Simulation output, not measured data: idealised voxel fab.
Process module name: voxel self aligned contacts
Square cell edge 5 nm, section width 285 nm, ID cut.
Notation: cross-section as square-cell grid; stated in bands, top first, going down; one or more cell rows per band.
Band entry format. Leading values: height of top, height of bottom, nm. Remainder: materials in left-to-right order, each with its width in nm. Special words: "throughout" on a single material, which then fills the band edge to edge; "empty", empty space.
Height datum 0, below which the as-received substrate wafer is one material. Lowest band open at the bottom, running downward: "0 down".
Width spec "30 to 40" -> top row of cells at first value, bottom row at second value, equal per-row change in between.
Step marked "nothing changed"? Then no cell in the cross-section changed in it.
Voids not open to the top, 8 cells minimum: see "Trapped voids". Written width x height at distance; distance is from the left edge; nm.
Whatever follows a step's settings on its line is a remark the simulator itself makes about that step.
Regarding "overlay nm": on a step with a mask, it is the distance the mask lay to the right of its planned place; a negative value places it to the left.

THIS SECTION LISTS THE PROCESS STEPS THAT WERE PLANNED
1) RECEIVE,material Si
2) OXIDIZE,depth nm 5
3) DIRECTIONAL_DEP,material polySi,thk nm 30
4) DIRECTIONAL_DEP,material SiN,thk nm 20
5) DIRECTIONAL_DEP,material aC,thk nm 15
6) PATTERN,tone cover,mask id GATE,material resist,width nm 25,pitch nm 60,thk nm 30,overlay nm 0
7) DIRECTIONAL_ETCH,etch materials aC,depth nm 15
8) STRIP,etch materials resist
9) DIRECTIONAL_ETCH,etch materials SiN,depth nm 20
10) DIRECTIONAL_ETCH,etch materials polySi,depth nm 30
11) STRIP,etch materials aC
12) CONFORMAL_DEP,material SiN,thk nm 10
13) DIRECTIONAL_ETCH,etch materials SiN,depth nm 10
14) FILL_DEP,material SiO2,thk nm 15
15) CMP,height nm 55
16) MASKED_ETCH,tone open,mask id CONTACT,width nm 45,pitch nm 60,etch materials SiO2,depth nm 60,overlay nm 0
17) CONFORMAL_DEP,material TiN,thk nm 5
18) FILL_DEP,material Ru,thk nm 10
19) CMP,height nm 55
20) CONFORMAL_DEP,material SiN,thk nm 5

DELIVERED WAFER IN CROSS-SECTION: STATE AFTER STEP 1
    0 down: Si throughout
    Trapped voids: none

WAFER CROSS-SECTION AT MODULE END: FIRST OF TWO, RUN TO PLAN
    60 to 55: SiN throughout
    55 to 50: 90 of SiO2 | 20 of TiN | 5 of Ru | 20 of TiN | 15 of SiO2 | 20 of TiN | 5 of Ru | 20 of TiN | 90 of SiO2
    50 to 30: 60 of SiO2 | 45 of SiN | 5 of TiN | 5 of Ru | 5 of TiN | 45 of SiN | 5 of TiN | 5 of Ru | 5 of TiN | 45 of SiN | 60 of SiO2
    30 to 0: 60 of SiO2 | 10 of SiN | 25 of polySi | 10 of SiN | 5 of TiN | 5 of Ru | 5 of TiN | 10 of SiN | 25 of polySi | 10 of SiN | 5 of TiN | 5 of Ru | 5 of TiN | 10 of SiN | 25 of polySi | 10 of SiN | 60 of SiO2
    0 to -5: 105 of SiO2 | 15 of TiN | 45 of SiO2 | 15 of TiN | 105 of SiO2
    -5 down: Si throughout
    Trapped voids: none

THIS IS THE SECOND OF THE TWO WAFERS, CROSS-SECTIONED AT THE END OF THE MODULE; IT STARTED EXACTLY LIKE THE FIRST AND WAS GIVEN THE SAME PLAN, BUT IT WAS RUN WITH ONE MISTAKE
    60 to 55: SiN throughout
    55 to 50: 90 of SiO2 | 20 of TiN | 5 of Ru | 20 of TiN | 15 of SiO2 | 20 of TiN | 5 of Ru | 20 of TiN | 90 of SiO2
    50 to 30: 60 of SiO2 | 45 of SiN | 5 of TiN | 5 of Ru | 5 of TiN | 45 of SiN | 5 of TiN | 5 of Ru | 5 of TiN | 45 of SiN | 60 of SiO2
    30 to 5: 60 of SiO2 | 10 of SiN | 25 of polySi | 10 of SiN | 5 of TiN | 5 of Ru | 5 of TiN | 10 of SiN | 25 of polySi | 10 of SiN | 5 of TiN | 5 of Ru | 5 of TiN | 10 of SiN | 25 of polySi | 10 of SiN | 60 of SiO2
    5 to 0: 60 of SiO2 | 10 of SiN | 25 of polySi | 10 of SiN | 15 of TiN | 10 of SiN | 25 of polySi | 10 of SiN | 15 of TiN | 10 of SiN | 25 of polySi | 10 of SiN | 60 of SiO2
    0 down: Si throughout
    Trapped voids: none
The plan and the run diverged here: the run left out plan step 2 entirely, so it was never executed
The closing comparison, in cells, has the second wafer with more or fewer of some materials than the first: Ru: 2 fewer | Si: 57 more | SiO2: 51 fewer | TiN: 4 fewer
